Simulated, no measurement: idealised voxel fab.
The following process module bears the name voxel self aligned vias.
Cross-sectional view cut (width: 195 nm; square cell size: 5 nm).
In this document a cross-section is written as a grid of square cells. It is given as a series of bands, listed from the top down, and a band is one or more rows of cells.
This entry defines a band. It first specifies the height of the band's top and the height of its bottom in nm, and then specifies the band's materials from left to right, stating each material with its width in nm. The word "everywhere" identifies a single material that fills the band from edge to edge, while the word "empty" identifies empty space.
We count height from 0. Below that, the starting wafer is all one material. The lowest band never ends at the bottom but goes on down; see "0 -> down" for how that is written.
Read "30 to 40" as a graded width: first number on top, second number at the bottom, same change between each pair of neighbouring rows.
Where the words "no modification" appear for a step, the cross-section shows no cell changed by that step; every cell remained as before.
The label "Closed internal voids" introduces a list of the empty spaces, 8 cells or larger, that have no open way up to the top; each entry in it reads width x height at distance, where the distance is taken from the left edge and all three are stated in nm.
On each step's line, the part that comes after the settings is the simulator's own comment on the step.
Each step line may optionally specify "overlay nm", which for a step with a mask gives the rightward distance between the mask's planned place and where it lay, a negative value indicating the leftward direction.

Here's what the planned process steps look like:
1) RECEIVE [material Si]
2) CONFORMAL_DEP [material SiO2] [thk nm 10]
3) CONFORMAL_DEP [material SiCN] [thk nm 5]
4) DIRECTIONAL_DEP [material lowk] [thk nm 25]
5) PATTERN [tone open] [mask id LINES] [material resist] [width nm 25] [pitch nm 65] [thk nm 15] [overlay nm 0]
6) DIRECTIONAL_ETCH [etch materials lowk] [depth nm 25]
7) STRIP [etch materials resist]
8) CONFORMAL_DEP [material TiN] [thk nm 5]
9) FILL_DEP [material W] [thk nm 5]
10) CMP [height nm 40]
11) SELECTIVE_ETCH [etch materials W Ru TiN] [depth nm 5]
12) FILL_DEP [material SiN] [thk nm 5]
13) CMP [height nm 40]
14) DIRECTIONAL_DEP [material lowk] [thk nm 20]
15) PATTERN [tone open] [mask id VIAS] [material resist] [width nm 35] [pitch nm 65] [thk nm 15] [overlay nm 0]
16) DIRECTIONAL_ETCH [etch materials lowk] [depth nm 20]
17) DIRECTIONAL_ETCH [etch materials SiN] [depth nm 5]
18) STRIP [etch materials resist]
19) CONFORMAL_DEP [material TiN] [thk nm 5]
20) FILL_DEP [material Ru] [thk nm 10]
21) CMP [height nm 60]
22) CONFORMAL_DEP [material SiCN] [thk nm 5]
Be aware that, although all wafers share a common starting state, the thk nm at step 3 differs among them, and the plan displays the first wafer's value.

Received condition of the first of several wafers, sectioned: post-step 1:
0 -> down  Si everywhere
Closed internal voids: none

End of module, by wafer: material-by-material cell gain (+) or loss (-) since receipt, then closed voids:
thk nm 5, +36 Ru, +78 SiCN, +78 SiO2, +52 TiN, +18 W, +245 lowk, Closed internal voids: none
thk nm 10, +36 Ru, +117 SiCN, +78 SiO2, +48 TiN, +12 W, +216 lowk, Closed internal voids: none
thk nm 15, +36 Ru, +156 SiCN, +78 SiO2, +44 TiN, +6 W, +187 lowk, Closed internal voids: none
thk nm 20, +36 Ru, +195 SiCN, +78 SiO2, +40 TiN, +158 lowk, Closed internal voids: none
